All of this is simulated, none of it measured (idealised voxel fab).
This section sets out a process module, namely voxel capacitor over wiring.
Each square cell in cross-section cut measures 5 nm, and the section as a whole is 220 nm wide.
Cross-section = grid of square cells, listed top down in bands; band = one or more rows. A band entry consists of two parts. The first gives the height of the band's top and the height of its bottom, in nm. The rest lists the band's materials from left to right, each with its width in nm. A single material labelled with the word "everywhere" fills the band from edge to edge, and the word "empty" marks empty space. All heights in this document are referenced to 0, defined as the level beneath which the wafer, as received, consists entirely of one material. The lowest band is not bounded below; it extends indefinitely downward and is written in the form "0 down". Think of "30->40" as a width that walks from the first number to the second as you go down the band, top row to bottom row, taking equal-sized steps from row to row. "no modifications" after a step means that no cell of the cross-section changed. "Cavities, sealed" lists enclosed empty spaces (at least 8 cells, no open path upward to the top), each as width x height at distance from the left edge, in nm. Text after the settings on a step's line: the simulator's own remark on that step. A step's line can hold "overlay nm"; with a mask on that step, the setting says how far right of the planned place the mask lay, while a negative setting says it lay to the left. If you're wondering how to read the rest of this, here's the deal. It's pairs of cross-sections: one from before a process step, one from after it. The after one is only drawn as far down as the lowest band that changed. Right under each pair you'll see which step sits between them and what its settings were. Don't read the pairs as one continuous story, though. They can come from different runs of this module on the same starting wafer, and a pair only carries on from the one above it where its entry headed "Pre-process state" says so.
# Pre-process state
	85 to 75: empty 65 nm; aC 60 nm; empty 95 nm
	75 to 70: aC everywhere
	70 to 65: aC 65 nm; TiN 60 nm; aC 95 nm
	65 to 60: aC 65 nm; Al2O3 60 nm; aC 95 nm
	60 to 55: TiN everywhere
	55 to 45: lowk 65 nm; Ru 15 nm; lowk 140 nm
	45 to 40: SiCN 65 nm; Ru 15 nm; SiCN 140 nm
	40 to 35: W everywhere
	35 to 30: TiN 55 nm; W 20 nm; TiN 65 nm; W 20 nm; TiN 60 nm
	30 to 15: lowk 50 nm; TiN 5 nm; W 20 nm; TiN 5 nm; lowk 55 nm; TiN 5 nm; W 20 nm; TiN 5 nm; lowk 55 nm
	15 to 10: SiCN 50 nm; TiN 30 nm; SiCN 55 nm; TiN 30 nm; SiCN 55 nm
	10 to 0: SiO2 everywhere
	0 down: Si everywhere
	Cavities, sealed: none
# Step Result
	115 to 85: empty 60 nm; resist 70 nm; empty 90 nm
	85 to 75: empty 60 nm; resist 5 nm; aC 60 nm; resist 5 nm; empty 90 nm
	At heights below 75, the structure remains unaltered.
	Cavities, sealed: none
Going from the before section above to the after section, the step was PATTERN [tone cover] [mask id LOWER_PLATE] [material resist] [width nm 70] [thk nm 30] [overlay nm 0]
Pre-process state: This step starts from the configuration shown after the step in the pair immediately above.
# Step Result
	100 to 85: empty 60 nm; resist 70 nm; empty 90 nm
	85 to 75: empty 60 nm; resist 5 nm; aC 60 nm; resist 5 nm; empty 90 nm
	75 to 70: empty 60 nm; aC 70 nm; empty 90 nm
	70 to 65: empty 60 nm; aC 5 nm; TiN 60 nm; aC 5 nm; empty 90 nm
	65 to 60: empty 60 nm; aC 5 nm; Al2O3 60 nm; aC 5 nm; empty 90 nm
	At heights below 60, the structure remains unaltered.
	Cavities, sealed: none
Going from the before section above to the after section, the step was DIRECTIONAL_ETCH [etch materials aC] [depth nm 15]
Pre-process state: This step starts from the configuration shown after the step in the pair immediately above.
# Step Result
	85 to 75: empty 65 nm; aC 60 nm; empty 95 nm
	At heights below 75, the structure remains unaltered.
	Cavities, sealed: none
Going from the before section above to the after section, the step was STRIP [etch materials resist]
Pre-process state: This step starts from the configuration shown after the step in the pair immediately above.
# Step Result
	85 to 75: empty 65 nm; aC 60 nm; empty 95 nm
	75 to 70: empty 60 nm; aC 70 nm; empty 90 nm
	70 to 65: empty 60 nm; aC 5 nm; TiN 60 nm; aC 5 nm; empty 90 nm
	65 to 60: empty 60 nm; aC 5 nm; Al2O3 60 nm; aC 5 nm; empty 90 nm
	60 to 55: empty 60 nm; TiN 70 nm; empty 90 nm
	At heights below 55, the structure remains unaltered.
	Cavities, sealed: none
Going from the before section above to the after section, the step was DIRECTIONAL_ETCH [etch materials TiN] [depth nm 5]
Pre-process state: This step starts from the configuration shown after the step in the pair immediately above.
# Step Result
	70 to 65: empty 65 nm; TiN 60 nm; empty 95 nm
	65 to 60: empty 65 nm; Al2O3 60 nm; empty 95 nm
	At heights below 60, the structure remains unaltered.
	Cavities, sealed: none
Going from the before section above to the after section, the step was STRIP [etch materials aC]
Pre-process state: This step starts from the configuration shown after the step in the pair immediately above.
# Step Result
	90 to 70: SiO2 everywhere
	70 to 65: SiO2 65 nm; TiN 60 nm; SiO2 95 nm
	65 to 60: SiO2 65 nm; Al2O3 60 nm; SiO2 95 nm
	60 to 55: SiO2 60 nm; TiN 70 nm; SiO2 90 nm
	At heights below 55, the structure remains unaltered.
	Cavities, sealed: none
Going from the before section above to the after section, the step was FILL_DEP [material SiO2] [thk nm 20]
Pre-process state: This step starts from the configuration shown after the step in the pair immediately above.
# Step Result
	75 to 70: SiO2 everywhere
	At heights below 70, the structure remains unaltered.
	Cavities, sealed: none
Going from the before section above to the after section, the step was CMP [height nm 75]
Pre-process state: This step starts from the configuration shown after the step in the pair immediately above.
# Step Result
	90 to 75: resist 75 nm; empty 15 nm; resist 130 nm
	At heights below 75, the structure remains unaltered.
	Cavities, sealed: none
Going from the before section above to the after section, the step was PATTERN [tone open] [mask id PLUG_2] [material resist] [width nm 15] [thk nm 15] [overlay nm 0]
Pre-process state: This step starts from the configuration shown after the step in the pair immediately above.
# Step Result
	90 to 75: resist 75 nm; empty 15 nm; resist 130 nm
	75 to 70: SiO2 75 nm; empty 15 nm; SiO2 130 nm
	At heights below 70, the structure remains unaltered.
	Cavities, sealed: none
Going from the before section above to the after section, the step was DIRECTIONAL_ETCH [etch materials SiO2] [depth nm 15]
Pre-process state: This step starts from the configuration shown after the step in the pair immediately above.
# Step Result
	75 to 70: SiO2 75 nm; empty 15 nm; SiO2 130 nm
	At heights below 70, the structure remains unaltered.
	Cavities, sealed: none
Going from the before section above to the after section, the step was STRIP [etch materials resist]
Pre-process state: This step starts from the configuration shown after the step in the pair immediately above.
# Step Result
	80 to 75: TiN 80 nm; empty 5 nm; TiN 135 nm
	75 to 65: SiO2 75->65 nm; TiN 15->60 nm; SiO2 130->95 nm
	At heights below 65, the structure remains unaltered.
	Cavities, sealed: none
Going from the before section above to the after section, the step was CONFORMAL_DEP [material TiN] [thk nm 5]
Pre-process state: This step starts from the configuration shown after the step in the pair immediately above.
# Step Result
	90 to 80: Cu everywhere
	80 to 75: TiN 80 nm; Cu 5 nm; TiN 135 nm
	At heights below 75, the structure remains unaltered.
	Cavities, sealed: none
Going from the before section above to the after section, the step was FILL_DEP [material Cu] [thk nm 10]
Pre-process state: This step starts from the configuration shown after the step in the pair immediately above.
# Step Result
	75 to 65: SiO2 75->65 nm; TiN 15->60 nm; SiO2 130->95 nm
	At heights below 65, the structure remains unaltered.
	Cavities, sealed: none
Going from the before section above to the after section, the step was CMP [height nm 75]
Pre-process state: This step starts from the configuration shown after the step in the pair immediately above.
# Step Result
	80 to 75: SiN everywhere
	At heights below 75, the structure remains unaltered.
	Cavities, sealed: none
Going from the before section above to the after section, the step was CONFORMAL_DEP [material SiN] [thk nm 5]
# Pre-process state
	75 to 60: SiO2 everywhere
	60 to 55: SiO2 65 nm; TiN 60 nm; SiO2 95 nm
	55 to 50: SiO2 65 nm; Al2O3 60 nm; SiO2 95 nm
	50 to 45: SiO2 60 nm; TiN 70 nm; SiO2 90 nm
	45 to 35: lowk 65 nm; Ru 15 nm; lowk 140 nm
	35 to 30: SiCN 65 nm; Ru 15 nm; SiCN 140 nm
	30 to 15: lowk 50 nm; TiN 5 nm; W 20 nm; TiN 5 nm; lowk 55 nm; TiN 5 nm; W 20 nm; TiN 5 nm; lowk 55 nm
	15 to 10: SiCN 50 nm; TiN 30 nm; SiCN 55 nm; TiN 30 nm; SiCN 55 nm
	10 to 0: SiO2 everywhere
	0 down: Si everywhere
	Cavities, sealed: none
# Step Result
	90 to 75: resist 70 nm; empty 25 nm; resist 125 nm
	At heights below 75, the structure remains unaltered.
	Cavities, sealed: none
Going from the before section above to the after section, the step was PATTERN [tone open] [mask id PLUG_2] [material resist] [width nm 25] [thk nm 15] [overlay nm 0]
Pre-process state: This step starts from the configuration shown after the step in the pair immediately above.
# Step Result
	90 to 75: resist 70 nm; empty 25 nm; resist 125 nm
	75 to 60: SiO2 70 nm; empty 25 nm; SiO2 125 nm
	At heights below 60, the structure remains unaltered.
	Cavities, sealed: none
Going from the before section above to the after section, the step was DIRECTIONAL_ETCH [etch materials SiO2] [depth nm 15]
Pre-process state: This step starts from the configuration shown after the step in the pair immediately above.
# Step Result
	75 to 60: SiO2 70 nm; empty 25 nm; SiO2 125 nm
	At heights below 60, the structure remains unaltered.
	Cavities, sealed: none
Going from the before section above to the after section, the step was STRIP [etch materials resist]
Pre-process state: This step starts from the configuration shown after the step in the pair immediately above.
# Step Result
	80 to 75: TiN 75 nm; empty 15 nm; TiN 130 nm
	75 to 65: SiO2 70 nm; TiN 5 nm; empty 15 nm; TiN 5 nm; SiO2 125 nm
	65 to 55: SiO2 70->65 nm; TiN 25->60 nm; SiO2 125->95 nm
	At heights below 55, the structure remains unaltered.
	Cavities, sealed: none
Going from the before section above to the after section, the step was CONFORMAL_DEP [material TiN] [thk nm 5]
Pre-process state: This step starts from the configuration shown after the step in the pair immediately above.
# Step Result
	90 to 80: Cu everywhere
	80 to 75: TiN 75 nm; Cu 15 nm; TiN 130 nm
	75 to 65: SiO2 70 nm; TiN 5 nm; Cu 15 nm; TiN 5 nm; SiO2 125 nm
	At heights below 65, the structure remains unaltered.
	Cavities, sealed: none
Going from the before section above to the after section, the step was FILL_DEP [material Cu] [thk nm 10]
Pre-process state: This step starts from the configuration shown after the step in the pair immediately above.
# Step Result
	75 to 65: SiO2 70 nm; TiN 5 nm; Cu 15 nm; TiN 5 nm; SiO2 125 nm
	At heights below 65, the structure remains unaltered.
	Cavities, sealed: none
Going from the before section above to the after section, the step was CMP [height nm 75]
Pre-process state: This step starts from the configuration shown after the step in the pair immediately above.
# Step Result
	80 to 75: SiN everywhere
	At heights below 75, the structure remains unaltered.
	Cavities, sealed: none
Going from the before section above to the after section, the step was CONFORMAL_DEP [material SiN] [thk nm 5]
# Pre-process state
	75 to 65: empty 65 nm; aC 60 nm; empty 95 nm
	65 to 60: aC everywhere
	60 to 55: aC 65 nm; TiN 60 nm; aC 95 nm
	55 to 50: aC 65 nm; Al2O3 60 nm; aC 95 nm
	50 to 45: TiN everywhere
	45 to 35: lowk 65 nm; Ru 15 nm; lowk 140 nm
	35 to 30: SiCN 65 nm; Ru 15 nm; SiCN 140 nm
	30 to 15: lowk 50 nm; TiN 5 nm; W 20 nm; TiN 5 nm; lowk 55 nm; TiN 5 nm; W 20 nm; TiN 5 nm; lowk 55 nm
	15 to 10: SiCN 50 nm; TiN 30 nm; SiCN 55 nm; TiN 30 nm; SiCN 55 nm
	10 to 0: SiO2 everywhere
	0 down: Si everywhere
	Cavities, sealed: none
# Step Result
	105 to 75: empty 70 nm; resist 70 nm; empty 80 nm
	75 to 65: empty 65 nm; aC 60 nm; resist 15 nm; empty 80 nm
	At heights below 65, the structure remains unaltered.
	Cavities, sealed: none
Going from the before section above to the after section, the step was PATTERN [tone cover] [mask id LOWER_PLATE] [material resist] [width nm 70] [thk nm 30] [overlay nm 10]
Pre-process state: This step starts from the configuration shown after the step in the pair immediately above.
# Step Result
	90 to 75: empty 70 nm; resist 70 nm; empty 80 nm
	75 to 65: empty 70 nm; aC 55 nm; resist 15 nm; empty 80 nm
	65 to 60: empty 70 nm; aC 70 nm; empty 80 nm
	60 to 55: empty 65 nm; TiN 60 nm; aC 15 nm; empty 80 nm
	55 to 50: empty 65 nm; Al2O3 60 nm; aC 15 nm; empty 80 nm
	At heights below 50, the structure remains unaltered.
	Cavities, sealed: none
Going from the before section above to the after section, the step was DIRECTIONAL_ETCH [etch materials aC] [depth nm 15]
Pre-process state: This step starts from the configuration shown after the step in the pair immediately above.
# Step Result
	75 to 65: empty 70 nm; aC 55 nm; empty 95 nm
	At heights below 65, the structure remains unaltered.
	Cavities, sealed: none
Going from the before section above to the after section, the step was STRIP [etch materials resist]
Pre-process state: This step starts from the configuration shown after the step in the pair immediately above.
# Step Result
	75 to 65: empty 70 nm; aC 55 nm; empty 95 nm
	65 to 60: empty 70 nm; aC 70 nm; empty 80 nm
	60 to 55: empty 70 nm; TiN 55 nm; aC 15 nm; empty 80 nm
	55 to 50: empty 65 nm; Al2O3 60 nm; aC 15 nm; empty 80 nm
	50 to 45: empty 65 nm; TiN 75 nm; empty 80 nm
	At heights below 45, the structure remains unaltered.
	Cavities, sealed: none
Going from the before section above to the after section, the step was DIRECTIONAL_ETCH [etch materials TiN] [depth nm 5]
Pre-process state: This step starts from the configuration shown after the step in the pair immediately above.
# Step Result
	60 to 55: empty 70 nm; TiN 55 nm; empty 95 nm
	55 to 50: empty 65 nm; Al2O3 60 nm; empty 95 nm
	At heights below 50, the structure remains unaltered.
	Cavities, sealed: none
Going from the before section above to the after section, the step was STRIP [etch materials aC]
Pre-process state: This step starts from the configuration shown after the step in the pair immediately above.
# Step Result
	80 to 60: SiO2 everywhere
	60 to 55: SiO2 70 nm; TiN 55 nm; SiO2 95 nm
	55 to 50: SiO2 65 nm; Al2O3 60 nm; SiO2 95 nm
	50 to 45: SiO2 65 nm; TiN 75 nm; SiO2 80 nm
	At heights below 45, the structure remains unaltered.
	Cavities, sealed: none
Going from the before section above to the after section, the step was FILL_DEP [material SiO2] [thk nm 20]
Pre-process state: This step starts from the configuration shown after the step in the pair immediately above.
# Step Result
	75 to 60: SiO2 everywhere
	At heights below 60, the structure remains unaltered.
	Cavities, sealed: none
Going from the before section above to the after section, the step was CMP [height nm 75]
Pre-process state: This step starts from the configuration shown after the step in the pair immediately above.
# Step Result
	90 to 75: resist 75 nm; empty 15 nm; resist 130 nm
	At heights below 75, the structure remains unaltered.
	Cavities, sealed: none
Going from the before section above to the after section, the step was PATTERN [tone open] [mask id PLUG_2] [material resist] [width nm 15] [thk nm 15] [overlay nm 0]
Pre-process state: This step starts from the configuration shown after the step in the pair immediately above.
# Step Result
	90 to 75: resist 75 nm; empty 15 nm; resist 130 nm
	75 to 60: SiO2 75 nm; empty 15 nm; SiO2 130 nm
	At heights below 60, the structure remains unaltered.
	Cavities, sealed: none
Going from the before section above to the after section, the step was DIRECTIONAL_ETCH [etch materials SiO2] [depth nm 15]
Pre-process state: This step starts from the configuration shown after the step in the pair immediately above.
# Step Result
	75 to 60: SiO2 75 nm; empty 15 nm; SiO2 130 nm
	At heights below 60, the structure remains unaltered.
	Cavities, sealed: none
Going from the before section above to the after section, the step was STRIP [etch materials resist]
Pre-process state: This step starts from the configuration shown after the step in the pair immediately above.
# Step Result
	80 to 75: TiN 80 nm; empty 5 nm; TiN 135 nm
	75 to 65: SiO2 75 nm; TiN 5 nm; empty 5 nm; TiN 5 nm; SiO2 130 nm
	65 to 55: SiO2 75->70 nm; TiN 15->55 nm; SiO2 130->95 nm
	At heights below 55, the structure remains unaltered.
	Cavities, sealed: none
Going from the before section above to the after section, the step was CONFORMAL_DEP [material TiN] [thk nm 5]
Pre-process state: This step starts from the configuration shown after the step in the pair immediately above.
# Step Result
	90 to 80: Cu everywhere
	80 to 75: TiN 80 nm; Cu 5 nm; TiN 135 nm
	75 to 65: SiO2 75 nm; TiN 5 nm; Cu 5 nm; TiN 5 nm; SiO2 130 nm
	At heights below 65, the structure remains unaltered.
	Cavities, sealed: none
Going from the before section above to the after section, the step was FILL_DEP [material Cu] [thk nm 10]
Pre-process state: This step starts from the configuration shown after the step in the pair immediately above.
# Step Result
	75 to 65: SiO2 75 nm; TiN 5 nm; Cu 5 nm; TiN 5 nm; SiO2 130 nm
	At heights below 65, the structure remains unaltered.
	Cavities, sealed: none
Going from the before section above to the after section, the step was CMP [height nm 75]
Pre-process state: This step starts from the configuration shown after the step in the pair immediately above.
# Step Result
	80 to 75: SiN everywhere
	At heights below 75, the structure remains unaltered.
	Cavities, sealed: none
Going from the before section above to the after section, the step was CONFORMAL_DEP [material SiN] [thk nm 5]
# Pre-process state
	75 to 65: SiO2 75 nm; TiN 5 nm; Cu 5 nm; TiN 5 nm; SiO2 130 nm
	65 to 55: SiO2 75->65 nm; TiN 15->60 nm; SiO2 130->95 nm
	55 to 50: SiO2 65 nm; Al2O3 60 nm; SiO2 95 nm
	50 to 45: SiO2 60 nm; TiN 70 nm; SiO2 90 nm
	45 to 35: lowk 65 nm; Ru 15 nm; lowk 140 nm
	35 to 30: SiCN 65 nm; Ru 15 nm; SiCN 140 nm
	30 to 15: lowk 50 nm; TiN 5 nm; W 20 nm; TiN 5 nm; lowk 55 nm; TiN 5 nm; W 20 nm; TiN 5 nm; lowk 55 nm
	15 to 10: SiCN 50 nm; TiN 30 nm; SiCN 55 nm; TiN 30 nm; SiCN 55 nm
	10 to 0: SiO2 everywhere
	0 down: Si everywhere
	Cavities, sealed: none
# Step Result
	80 to 75: TiN everywhere
	At heights below 75, the structure remains unaltered.
	Cavities, sealed: none
Going from the before section above to the after section, the step was CONFORMAL_DEP [material TiN] [thk nm 5]
# Pre-process state
	30 to 15: lowk everywhere
	15 to 10: SiCN everywhere
	10 to 0: SiO2 everywhere
	0 down: Si everywhere
	Cavities, sealed: none
# Step Result
	45 to 30: empty 50 nm; resist 30 nm; empty 55 nm; resist 30 nm; empty 55 nm
	At heights below 30, the structure remains unaltered.
	Cavities, sealed: none
Going from the before section above to the after section, the step was PATTERN [tone cover] [mask id METAL_1] [material resist] [width nm 30] [pitch nm 85] [thk nm 15] [overlay nm 0]
Pre-process state: This step starts from the configuration shown after the step in the pair immediately above.
# Step Result
	45 to 30: empty 50 nm; resist 30 nm; empty 55 nm; resist 30 nm; empty 55 nm
	30 to 15: empty 50 nm; lowk 30 nm; empty 55 nm; lowk 30 nm; empty 55 nm
	At heights below 15, the structure remains unaltered.
	Cavities, sealed: none
Going from the before section above to the after section, the step was DIRECTIONAL_ETCH [etch materials lowk] [depth nm 15]
Pre-process state: This step starts from the configuration shown after the step in the pair immediately above.
# Step Result
	45 to 30: empty 50 nm; resist 30 nm; empty 55 nm; resist 30 nm; empty 55 nm
	30 to 15: empty 50 nm; lowk 30 nm; empty 55 nm; lowk 30 nm; empty 55 nm
	15 to 10: empty 50 nm; SiCN 30 nm; empty 55 nm; SiCN 30 nm; empty 55 nm
	At heights below 10, the structure remains unaltered.
	Cavities, sealed: none
Going from the before section above to the after section, the step was DIRECTIONAL_ETCH [etch materials SiCN] [depth nm 5]
Pre-process state: This step starts from the configuration shown after the step in the pair immediately above.
# Step Result
	30 to 15: empty 50 nm; lowk 30 nm; empty 55 nm; lowk 30 nm; empty 55 nm
	At heights below 15, the structure remains unaltered.
	Cavities, sealed: none
Going from the before section above to the after section, the step was STRIP [etch materials resist]
Pre-process state: This step starts from the configuration shown after the step in the pair immediately above.
# Step Result
	35 to 30: empty 45 nm; TiN 40 nm; empty 45 nm; TiN 40 nm; empty 50 nm
	30 to 15: empty 45 nm; TiN 5 nm; lowk 30 nm; TiN 5 nm; empty 45 nm; TiN 5 nm; lowk 30 nm; TiN 5 nm; empty 50 nm
	15 to 10: TiN 50 nm; SiCN 30 nm; TiN 55 nm; SiCN 30 nm; TiN 55 nm
	At heights below 10, the structure remains unaltered.
	Cavities, sealed: none
Going from the before section above to the after section, the step was CONFORMAL_DEP [material TiN] [thk nm 5]
Pre-process state: This step starts from the configuration shown after the step in the pair immediately above.
# Step Result
	45 to 35: W everywhere
	35 to 30: W 45 nm; TiN 40 nm; W 45 nm; TiN 40 nm; W 50 nm
	30 to 15: W 45 nm; TiN 5 nm; lowk 30 nm; TiN 5 nm; W 45 nm; TiN 5 nm; lowk 30 nm; TiN 5 nm; W 50 nm
	At heights below 15, the structure remains unaltered.
	Cavities, sealed: none
Going from the before section above to the after section, the step was FILL_DEP [material W] [thk nm 10]
Pre-process state: This step starts from the configuration shown after the step in the pair immediately above.
# Step Result
	30 to 15: W 45 nm; TiN 5 nm; lowk 30 nm; TiN 5 nm; W 45 nm; TiN 5 nm; lowk 30 nm; TiN 5 nm; W 50 nm
	At heights below 15, the structure remains unaltered.
	Cavities, sealed: none
Going from the before section above to the after section, the step was CMP [height nm 30]
Pre-process state: This step starts from the configuration shown after the step in the pair immediately above.
# Step Result
	35 to 30: SiCN everywhere
	At heights below 30, the structure remains unaltered.
	Cavities, sealed: none
Going from the before section above to the after section, the step was CONFORMAL_DEP [material SiCN] [thk nm 5]
Pre-process state: This step starts from the configuration shown after the step in the pair immediately above.
# Step Result
	45 to 35: lowk everywhere
	At heights below 35, the structure remains unaltered.
	Cavities, sealed: none
Going from the before section above to the after section, the step was DIRECTIONAL_DEP [material lowk] [thk nm 10]
Pre-process state: This step starts from the configuration shown after the step in the pair immediately above.
# Step Result
	60 to 45: aC everywhere
	At heights below 45, the structure remains unaltered.
	Cavities, sealed: none
Going from the before section above to the after section, the step was DIRECTIONAL_DEP [material aC] [thk nm 15]
Pre-process state: This step starts from the configuration shown after the step in the pair immediately above.
# Step Result
	90 to 60: resist 65 nm; empty 15 nm; resist 140 nm
	At heights below 60, the structure remains unaltered.
	Cavities, sealed: none
Going from the before section above to the after section, the step was PATTERN [tone open] [mask id PLUG_1] [material resist] [width nm 15] [thk nm 30] [overlay nm 0]
Pre-process state: This step starts from the configuration shown after the step in the pair immediately above.
# Step Result
	75 to 60: resist 65 nm; empty 15 nm; resist 140 nm
	60 to 45: aC 65 nm; empty 15 nm; aC 140 nm
	At heights below 45, the structure remains unaltered.
	Cavities, sealed: none
Going from the before section above to the after section, the step was DIRECTIONAL_ETCH [etch materials aC] [depth nm 15]
Pre-process state: This step starts from the configuration shown after the step in the pair immediately above.
# Step Result
	60 to 45: aC 65 nm; empty 15 nm; aC 140 nm
	At heights below 45, the structure remains unaltered.
	Cavities, sealed: none
Going from the before section above to the after section, the step was STRIP [etch materials resist]
Pre-process state: This step starts from the configuration shown after the step in the pair immediately above.
# Step Result
	60 to 45: aC 65 nm; empty 15 nm; aC 140 nm
	45 to 35: lowk 65 nm; empty 15 nm; lowk 140 nm
	At heights below 35, the structure remains unaltered.
	Cavities, sealed: none
Going from the before section above to the after section, the step was DIRECTIONAL_ETCH [etch materials lowk] [depth nm 10]
Pre-process state: This step starts from the configuration shown after the step in the pair immediately above.
# Step Result
	60 to 45: aC 65 nm; empty 15 nm; aC 140 nm
	45 to 35: lowk 65 nm; empty 15 nm; lowk 140 nm
	35 to 30: SiCN 65 nm; empty 15 nm; SiCN 140 nm
	At heights below 30, the structure remains unaltered.
	Cavities, sealed: none
Going from the before section above to the after section, the step was DIRECTIONAL_ETCH [etch materials SiCN] [depth nm 5]
Pre-process state: This step starts from the configuration shown after the step in the pair immediately above.
# Step Result
	45 to 35: lowk 65 nm; empty 15 nm; lowk 140 nm
	At heights below 35, the structure remains unaltered.
	Cavities, sealed: none
Going from the before section above to the after section, the step was STRIP [etch materials aC]
Pre-process state: This step starts from the configuration shown after the step in the pair immediately above.
# Step Result
	50 to 45: TiN 65 nm; empty 15 nm; TiN 140 nm
	45 to 35: lowk 65 nm; empty 15 nm; lowk 140 nm
	35 to 30: SiCN 65 nm; TiN 15 nm; SiCN 140 nm
	At heights below 30, the structure remains unaltered.
	Cavities, sealed: none
Going from the before section above to the after section, the step was DIRECTIONAL_DEP [material TiN] [thk nm 5]
Pre-process state: This step starts from the configuration shown after the step in the pair immediately above.
# Step Result
	55 to 50: Al2O3 65 nm; empty 15 nm; Al2O3 140 nm
	50 to 45: TiN 65 nm; empty 15 nm; TiN 140 nm
	45 to 40: lowk 65 nm; empty 15 nm; lowk 140 nm
	40 to 35: lowk 65 nm; Al2O3 15 nm; lowk 140 nm
	At heights below 35, the structure remains unaltered.
	Cavities, sealed: none
Going from the before section above to the after section, the step was DIRECTIONAL_DEP [material Al2O3] [thk nm 5]
Pre-process state: This step starts from the configuration shown after the step in the pair immediately above.
# Step Result
	60 to 55: TiN 65 nm; empty 15 nm; TiN 140 nm
	55 to 50: Al2O3 65 nm; empty 15 nm; Al2O3 140 nm
	50 to 45: TiN 65 nm; empty 15 nm; TiN 140 nm
	45 to 40: lowk 65 nm; TiN 15 nm; lowk 140 nm
	At heights below 40, the structure remains unaltered.
	Cavities, sealed: none
Going from the before section above to the after section, the step was DIRECTIONAL_DEP [material TiN] [thk nm 5]
Pre-process state: This step starts from the configuration shown after the step in the pair immediately above.
# Step Result
	80 to 60: empty 65 nm; resist 60 nm; empty 95 nm
	60 to 55: TiN 65 nm; resist 15 nm; TiN 140 nm
	55 to 50: Al2O3 65 nm; resist 15 nm; Al2O3 140 nm
	50 to 45: TiN 65 nm; resist 15 nm; TiN 140 nm
	At heights below 45, the structure remains unaltered.
	Cavities, sealed: none
Going from the before section above to the after section, the step was PATTERN [tone cover] [mask id UPPER_PLATE] [material resist] [width nm 60] [thk nm 20] [overlay nm 0]
Pre-process state: This step starts from the configuration shown after the step in the pair immediately above.
# Step Result
	80 to 60: empty 65 nm; resist 60 nm; empty 95 nm
	60 to 55: empty 65 nm; resist 15 nm; TiN 45 nm; empty 95 nm
	At heights below 55, the structure remains unaltered.
	Cavities, sealed: none
Going from the before section above to the after section, the step was DIRECTIONAL_ETCH [etch materials TiN] [depth nm 5]
Pre-process state: This step starts from the configuration shown after the step in the pair immediately above.
# Step Result
	80 to 60: empty 65 nm; resist 60 nm; empty 95 nm
	60 to 55: empty 65 nm; resist 15 nm; TiN 45 nm; empty 95 nm
	55 to 50: empty 65 nm; resist 15 nm; Al2O3 45 nm; empty 95 nm
	At heights below 50, the structure remains unaltered.
	Cavities, sealed: none
Going from the before section above to the after section, the step was DIRECTIONAL_ETCH [etch materials Al2O3] [depth nm 5]
Pre-process state: This step starts from the configuration shown after the step in the pair immediately above.
# Step Result
	60 to 55: empty 80 nm; TiN 45 nm; empty 95 nm
	55 to 50: empty 80 nm; Al2O3 45 nm; empty 95 nm
	50 to 45: TiN 65 nm; empty 15 nm; TiN 140 nm
	At heights below 45, the structure remains unaltered.
	Cavities, sealed: none
Going from the before section above to the after section, the step was STRIP [etch materials resist]
Pre-process state: This step starts from the configuration shown after the step in the pair immediately above.
# Step Result
	75 to 65: empty 80 nm; aC 45 nm; empty 95 nm
	65 to 60: aC 65 nm; empty 15 nm; aC 140 nm
	60 to 55: aC 80 nm; TiN 45 nm; aC 95 nm
	55 to 50: aC 80 nm; Al2O3 45 nm; aC 95 nm
	50 to 45: TiN 65 nm; aC 15 nm; TiN 140 nm
	At heights below 45, the structure remains unaltered.
	Cavities, sealed: none
Going from the before section above to the after section, the step was DIRECTIONAL_DEP [material aC] [thk nm 15]
Pre-process state: This step starts from the configuration shown after the step in the pair immediately above.
# Step Result
	105 to 75: empty 60 nm; resist 70 nm; empty 90 nm
	75 to 65: empty 60 nm; resist 20 nm; aC 45 nm; resist 5 nm; empty 90 nm
	65 to 60: aC 65 nm; resist 15 nm; aC 140 nm
	At heights below 60, the structure remains unaltered.
	Cavities, sealed: none
Going from the before section above to the after section, the step was PATTERN [tone cover] [mask id LOWER_PLATE] [material resist] [width nm 70] [thk nm 30] [overlay nm 0]
Pre-process state: This step starts from the configuration shown after the step in the pair immediately above.
# Step Result
	90 to 75: empty 60 nm; resist 70 nm; empty 90 nm
	75 to 65: empty 60 nm; resist 20 nm; aC 45 nm; resist 5 nm; empty 90 nm
	65 to 60: empty 60 nm; aC 5 nm; resist 15 nm; aC 50 nm; empty 90 nm
	60 to 55: empty 60 nm; aC 20 nm; TiN 45 nm; aC 5 nm; empty 90 nm
	55 to 50: empty 60 nm; aC 20 nm; Al2O3 45 nm; aC 5 nm; empty 90 nm
	At heights below 50, the structure remains unaltered.
	Cavities, sealed: none
Going from the before section above to the after section, the step was DIRECTIONAL_ETCH [etch materials aC] [depth nm 15]
Pre-process state: This step starts from the configuration shown after the step in the pair immediately above.
# Step Result
	75 to 65: empty 80 nm; aC 45 nm; empty 95 nm
	65 to 60: empty 60 nm; aC 5 nm; empty 15 nm; aC 50 nm; empty 90 nm
	At heights below 60, the structure remains unaltered.
	Cavities, sealed: none
Going from the before section above to the after section, the step was STRIP [etch materials resist]
Pre-process state: This step starts from the configuration shown after the step in the pair immediately above.
# Step Result
	75 to 65: empty 80 nm; aC 45 nm; empty 95 nm
	65 to 60: empty 60 nm; aC 5 nm; empty 15 nm; aC 50 nm; empty 90 nm
	60 to 55: empty 60 nm; aC 20 nm; TiN 45 nm; aC 5 nm; empty 90 nm
	55 to 50: empty 60 nm; aC 20 nm; Al2O3 45 nm; aC 5 nm; empty 90 nm
	50 to 45: empty 60 nm; TiN 5 nm; aC 15 nm; TiN 50 nm; empty 90 nm
	At heights below 45, the structure remains unaltered.
	Cavities, sealed: none
Going from the before section above to the after section, the step was DIRECTIONAL_ETCH [etch materials TiN] [depth nm 5]
Pre-process state: This step starts from the configuration shown after the step in the pair immediately above.
# Step Result
	60 to 55: empty 80 nm; TiN 45 nm; empty 95 nm
	55 to 50: empty 80 nm; Al2O3 45 nm; empty 95 nm
	50 to 45: empty 60 nm; TiN 5 nm; empty 15 nm; TiN 50 nm; empty 90 nm
	At heights below 45, the structure remains unaltered.
	Cavities, sealed: none
Going from the before section above to the after section, the step was STRIP [etch materials aC]
Pre-process state: This step starts from the configuration shown after the step in the pair immediately above.
# Step Result
	80 to 60: SiO2 everywhere
	60 to 55: SiO2 80 nm; TiN 45 nm; SiO2 95 nm
	55 to 50: SiO2 80 nm; Al2O3 45 nm; SiO2 95 nm
	50 to 45: SiO2 60 nm; TiN 5 nm; SiO2 15 nm; TiN 50 nm; SiO2 90 nm
	At heights below 45, the structure remains unaltered.
	Cavities, sealed: none
Going from the before section above to the after section, the step was FILL_DEP [material SiO2] [thk nm 20]
Pre-process state: This step starts from the configuration shown after the step in the pair immediately above.
# Step Result
	75 to 60: SiO2 everywhere
	At heights below 60, the structure remains unaltered.
	Cavities, sealed: none
Going from the before section above to the after section, the step was CMP [height nm 75]
Pre-process state: This step starts from the configuration shown after the step in the pair immediately above.
# Step Result
	90 to 75: resist 75 nm; empty 15 nm; resist 130 nm
	At heights below 75, the structure remains unaltered.
	Cavities, sealed: none
Going from the before section above to the after section, the step was PATTERN [tone open] [mask id PLUG_2] [material resist] [width nm 15] [thk nm 15] [overlay nm 0]
